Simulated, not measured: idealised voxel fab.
process module | voxel transistor to metal
cross-section cut | 275 nm wide | cells 5 nm
A cross-section is a grid of square cells, given in bands from the top down. A band is one or more rows of cells.
Each band's line starts with the height of the band's top and of its bottom, in nm. Then come its materials from left to right, each with its width in nm. One material with "throughout" fills the band from edge to edge. "air" is empty space.
Height 0 is the level under which the wafer as received is all one material. The lowest band goes on downwards, as in "0 down".
A width such as "30 to 40" changes by the same amount from each row of cells to the next, from the band's top row to its bottom row.
"no change" after a step means that no cell of the cross-section changed.
closed voids: empty space of 8 cells or more with no open way to the top, each as width x height at its distance from the left edge, in nm
after a step's settings: what the simulator itself notes on the step
overlay nm, on a step with a mask: how far to the right of its planned place the mask lay; to the left if negative
plan
1 op RECEIVE | material Si
2 op OXIDIZE | depth nm 5
3 op CONFORMAL_DEP | material SiN | thk nm 15
4 op DIRECTIONAL_DEP | material aC | thk nm 15
5 op PATTERN | tone cover | mask id ACTIVE | material resist | width nm 105 | pitch nm 130 | thk nm 30 | overlay nm 0
6 op DIRECTIONAL_ETCH | etch materials aC | depth nm 15
7 op STRIP | etch materials resist
8 op DIRECTIONAL_ETCH | etch materials SiN | depth nm 15
9 op DIRECTIONAL_ETCH | etch materials SiO2 | depth nm 5
10 op DIRECTIONAL_ETCH | etch materials Si | depth nm 25
11 op STRIP | etch materials aC
12 op FILL_DEP | material SiO2 | thk nm 10
13 op CMP | height nm 15
14 op SELECTIVE_ETCH | etch materials SiO2 | depth nm 5
15 op STRIP | etch materials SiN
16 op SELECTIVE_ETCH | etch materials SiO2 | depth nm 5
17 op OXIDIZE | depth nm 5
18 op DIRECTIONAL_DEP | material polySi | thk nm 30
19 op DIRECTIONAL_DEP | material SiCN | thk nm 15
20 op DIRECTIONAL_DEP | material aC | thk nm 10
21 op PATTERN | tone cover | mask id GATE | material resist | width nm 25 | pitch nm 130 | thk nm 30 | overlay nm 0
22 op DIRECTIONAL_ETCH | etch materials aC | depth nm 10
23 op STRIP | etch materials resist
24 op DIRECTIONAL_ETCH | etch materials SiCN | depth nm 25
25 op DIRECTIONAL_ETCH | etch materials polySi | depth nm 40
26 op STRIP | etch materials aC
27 op CONFORMAL_DEP | material SiN | thk nm 5
28 op DIRECTIONAL_ETCH | etch materials SiN | depth nm 5
29 op DIRECTIONAL_ETCH | etch materials SiO2 | depth nm 5
30 op DIRECTIONAL_ETCH | etch materials Si | depth nm 15
31 op EPI | material pSi | thk nm 20
32 op FILL_DEP | material SiO2 | thk nm 5
33 op CMP | height nm 40
34 op DIRECTIONAL_DEP | material SiO2 | thk nm 15
35 op PATTERN | tone open | mask id CONTACT | material resist | width nm 30 | pitch nm 65 | thk nm 15 | overlay nm 0
36 op DIRECTIONAL_ETCH | etch materials SiO2 | depth nm 60
37 op STRIP | etch materials resist
38 op CONFORMAL_DEP | material TiN | thk nm 5
39 op FILL_DEP | material W | thk nm 5
40 op CMP | height nm 55
41 op DIRECTIONAL_DEP | material TiN | thk nm 5
42 op DIRECTIONAL_DEP | material W | thk nm 25
43 op MASKED_ETCH | tone cover | mask id METAL_1 | width nm 15 | etch materials W | depth nm 25 | overlay nm 0
44 op MASKED_ETCH | tone cover | mask id METAL_1 | width nm 15 | etch materials TiN | depth nm 5 | overlay nm 0
45 op CONFORMAL_DEP | material SiCN | thk nm 5
46 op FILL_DEP | material SiO2 | thk nm 5
47 op CMP | height nm 85
48 op CONFORMAL_DEP | material SiN | thk nm 5
as received, after step 1
  0 down: Si throughout
  closed voids: none
first wafer at the end, as planned
  90 to 85: SiN throughout
  85 to 60: SiO2 20 | SiCN 5 | W 15 | SiCN 5 | SiO2 55 | SiCN 5 | W 15 | SiCN 5 | SiO2 25 | SiCN 5 | W 15 | SiCN 5 | SiO2 55 | SiCN 5 | W 15 | SiCN 5 | SiO2 20
  60 to 55: SiCN 25 | TiN 15 | SiCN 65 | TiN 15 | SiCN 35 | TiN 15 | SiCN 65 | TiN 15 | SiCN 25
  55 to 40: SiO2 25 | TiN 5 | W 20 | TiN 5 | SiO2 35 | TiN 5 | W 20 | TiN 5 | SiO2 35 | TiN 5 | W 20 | TiN 5 | SiO2 35 | TiN 5 | W 20 | TiN 5 | SiO2 25
  40 to 25: SiO2 25 | TiN 5 | W 20 | TiN 5 | SiN 5 | SiCN 25 | SiN 5 | TiN 5 | W 20 | TiN 5 | SiO2 35 | TiN 5 | W 20 | TiN 5 | SiN 5 | SiCN 25 | SiN 5 | TiN 5 | W 20 | TiN 5 | SiO2 25
  25 to 15: SiO2 25 | TiN 5 | W 20 | TiN 5 | SiN 5 | polySi 25 | SiN 5 | TiN 5 | W 20 | TiN 5 | SiO2 35 | TiN 5 | W 20 | TiN 5 | SiN 5 | polySi 25 | SiN 5 | TiN 5 | W 20 | TiN 5 | SiO2 25
  15 to 10: SiO2 25 | TiN 30 | SiN 5 | polySi 25 | SiN 5 | TiN 30 | SiO2 35 | TiN 30 | SiN 5 | polySi 25 | SiN 5 | TiN 30 | SiO2 25
  10 to 5: SiO2 25 | TiN 10 | pSi 20 | SiN 5 | polySi 25 | SiN 5 | pSi 20 | TiN 10 | SiO2 35 | TiN 10 | pSi 20 | SiN 5 | polySi 25 | SiN 5 | pSi 20 | TiN 10 | SiO2 25
  5 to -5: SiO2 15 | SiN 5 | SiO2 5 | TiN 10 | pSi 20 | SiN 5 | polySi 25 | SiN 5 | pSi 20 | TiN 10 | SiO2 5 | SiN 5 | SiO2 15 | SiN 5 | SiO2 5 | TiN 10 | pSi 20 | SiN 5 | polySi 25 | SiN 5 | pSi 20 | TiN 10 | SiO2 5 | SiN 5 | SiO2 15
  -5 to -10: SiO2 20 | pSi 35 | SiO2 35 | pSi 35 | SiO2 25 | pSi 35 | SiO2 35 | pSi 35 | SiO2 20
  -10 to -25: SiO2 20 | pSi 35 | Si 35 | pSi 35 | SiO2 25 | pSi 35 | Si 35 | pSi 35 | SiO2 20
  -25 to -30: SiO2 20 | Si 105 | SiO2 25 | Si 105 | SiO2 20
  -30 down: Si throughout
  closed voids: none
second wafer at the end: like start, like plan, one mistake
  90 to 85: SiN throughout
  85 to 60: SiO2 20 | SiCN 5 | W 15 | SiCN 5 | SiO2 55 | SiCN 5 | W 15 | SiCN 5 | SiO2 25 | SiCN 5 | W 15 | SiCN 5 | SiO2 55 | SiCN 5 | W 15 | SiCN 5 | SiO2 20
  60 to 55: SiCN 25 | TiN 15 | SiCN 65 | TiN 15 | SiCN 35 | TiN 15 | SiCN 65 | TiN 15 | SiCN 25
  55 to 40: SiO2 25 | TiN 5 | W 20 | TiN 5 | SiO2 35 | TiN 5 | W 20 | TiN 5 | SiO2 35 | TiN 5 | W 20 | TiN 5 | SiO2 35 | TiN 5 | W 20 | TiN 5 | SiO2 25
  40 to 25: SiO2 25 | TiN 5 | W 20 | TiN 5 | SiN 5 | SiCN 25 | SiN 5 | TiN 5 | W 20 | TiN 5 | SiO2 35 | TiN 5 | W 20 | TiN 5 | SiN 5 | SiCN 25 | SiN 5 | TiN 5 | W 20 | TiN 5 | SiO2 25
  25 to 15: SiO2 25 | TiN 5 | W 20 | TiN 5 | SiN 5 | polySi 25 | SiN 5 | TiN 5 | W 20 | TiN 5 | SiO2 35 | TiN 5 | W 20 | TiN 5 | SiN 5 | polySi 25 | SiN 5 | TiN 5 | W 20 | TiN 5 | SiO2 25
  15 to 10: SiO2 25 | TiN 30 | SiN 5 | polySi 25 | SiN 5 | TiN 30 | SiO2 35 | TiN 30 | SiN 5 | polySi 25 | SiN 5 | TiN 30 | SiO2 25
  10 to 5: SiO2 25 | TiN 10 | pSi 20 | SiN 5 | polySi 25 | SiN 5 | pSi 20 | TiN 10 | SiO2 35 | TiN 10 | pSi 20 | SiN 5 | polySi 25 | SiN 5 | pSi 20 | TiN 10 | SiO2 25
  5 to -5: SiO2 15 | SiN 5 | SiO2 5 | TiN 10 | pSi 20 | SiN 5 | polySi 25 | SiN 5 | pSi 20 | TiN 10 | SiO2 5 | SiN 5 | SiO2 15 | SiN 5 | SiO2 5 | TiN 10 | pSi 20 | SiN 5 | polySi 25 | SiN 5 | pSi 20 | TiN 10 | SiO2 5 | SiN 5 | SiO2 15
  -5 to -10: SiO2 35 | pSi 20 | SiO2 35 | pSi 20 | SiO2 55 | pSi 20 | SiO2 35 | pSi 20 | SiO2 35
  -10 to -30: SiO2 20 | pSi 35 | Si 35 | pSi 35 | SiO2 25 | pSi 35 | Si 35 | pSi 35 | SiO2 20
  -30 to -40: Si 20 | pSi 35 | Si 35 | pSi 35 | Si 25 | pSi 35 | Si 35 | pSi 35 | Si 20
  -40 down: Si throughout
  closed voids: none
what went wrong: step 30 was run twice
at the end the second wafer has, in cells: 84 fewer of Si | 12 more of SiO2 | 72 more of pSi
